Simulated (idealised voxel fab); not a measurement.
This section sets out a process module, namely voxel self aligned vias.
The cross-section shown here is cut; it is 185 nm wide and divided into square cells measuring 5 nm on a side.
Cross-section format: a grid of square cells, given as bands from top to bottom; each band is one or more rows of cells.
Heights first: top, then bottom, in nm. Then materials, left to right, each with a width in nm. "edge to edge" on a single material: fills the band edge to edge. "empty": empty space.
The reference from which all heights are counted is 0, the level beneath which the as-received wafer is entirely one material; the lowest band, having no lower bound, proceeds downward and is written after the example "0 nm and below".
Graded width ("30..40"): value in top row of band = first number; value in bottom row = second number; row-to-row change constant.
For the purposes of this document, the phrase "nothing changed" attached to a step denotes that no cell within the cross-section was modified by that step.
"Internal closed voids" lists enclosed empty spaces (at least 8 cells, no open path upward to the top), each as width x height at distance from the left edge, in nm.
Post-settings text on a step line: simulator's own remark regarding the step.
When a step includes a mask, the "overlay nm" setting on its line states how far to the right of its planned place that mask lay, and negative values state how far to the left.

## Below is the list of planned process steps
1: RECEIVE with material Si
2: CONFORMAL_DEP with material SiO2, thk nm 15
3: CONFORMAL_DEP with material SiCN, thk nm 5
4: DIRECTIONAL_DEP with material SiO2, thk nm 20
5: DIRECTIONAL_DEP with material aC, thk nm 15
6: PATTERN with tone open, mask id LINES, material resist, width nm 20, pitch nm 70, thk nm 35, overlay nm 0
7: DIRECTIONAL_ETCH with etch materials aC, depth nm 15
8: STRIP with etch materials resist
9: DIRECTIONAL_ETCH with etch materials SiO2, depth nm 20
10: STRIP with etch materials aC
11: CONFORMAL_DEP with material TiN, thk nm 5
12: FILL_DEP with material W, thk nm 5
13: CMP with height nm 40
14: SELECTIVE_ETCH with etch materials W Ru TiN, depth nm 5
15: FILL_DEP with material SiN, thk nm 5
16: CMP with height nm 40
17: DIRECTIONAL_DEP with material SiO2, thk nm 20
18: DIRECTIONAL_DEP with material aC, thk nm 15
19: PATTERN with tone open, mask id VIAS, material resist, width nm 40, thk nm 30, overlay nm 0
20: DIRECTIONAL_ETCH with etch materials aC, depth nm 15
21: STRIP with etch materials resist
22: DIRECTIONAL_ETCH with etch materials SiO2, depth nm 20
23: DIRECTIONAL_ETCH with etch materials SiN, depth nm 5
24: STRIP with etch materials aC
25: CONFORMAL_DEP with material TiN, thk nm 5
26: FILL_DEP with material Cu, thk nm 5
27: CMP with height nm 60
28: CONFORMAL_DEP with material SiCN, thk nm 5

## Cross-section of the wafer upon arrival, representing the state reached after step 1
> 0 nm and below: Si edge to edge
> Internal closed voids: none

## Cross-sectional image of the first of two wafers at the end of the module, the run having proceeded as planned
> 65 nm to 60 nm: SiCN edge to edge
> 60 nm to 45 nm: SiO2: 35; TiN: 5; Cu: 30; TiN: 5; SiO2: 110
> 45 nm to 40 nm: SiO2: 35; TiN: 15; Cu: 10; TiN: 15; SiO2: 110
> 40 nm to 35 nm: SiO2: 45; TiN: 20; SiO2: 50; SiN: 20; SiO2: 50
> 35 nm to 25 nm: SiO2: 45; TiN: 5; W: 10; TiN: 5; SiO2: 50; TiN: 5; W: 10; TiN: 5; SiO2: 50
> 25 nm to 20 nm: SiO2: 45; TiN: 20; SiO2: 50; TiN: 20; SiO2: 50
> 20 nm to 15 nm: SiCN edge to edge
> 15 nm to 0 nm: SiO2 edge to edge
> 0 nm and below: Si edge to edge
> Internal closed voids: none

## What the second wafer looks like in cross-section once the module is done. Its start and its plan matched the first wafer's exactly; what differed was one mistake in how it was run
> 65 nm to 60 nm: SiCN edge to edge
> 60 nm to 40 nm: SiO2: 35; TiN: 5; Cu: 30; TiN: 5; SiO2: 110
> 40 nm to 35 nm: SiO2: 35; TiN: 40; SiO2: 40; SiN: 20; SiO2: 50
> 35 nm to 25 nm: SiO2: 35..45; TiN: 15..5; W: 10; TiN: 15..5; SiO2: 40..50; TiN: 5; W: 10; TiN: 5; SiO2: 50
> 25 nm to 20 nm: SiO2: 45; TiN: 20; SiO2: 50; TiN: 20; SiO2: 50
> 20 nm to 15 nm: SiCN edge to edge
> 15 nm to 0 nm: SiO2 edge to edge
> 0 nm and below: Si edge to edge
> Internal closed voids: none
Diagnosis: step 22 did not happen as planned, as run it was DIRECTIONAL_ETCH with etch materials SiO2, depth nm 30
The final cell counts differ between the wafers, with the second having more or fewer of some materials than the first: +4 Cu; -8 SiO2; +4 TiN
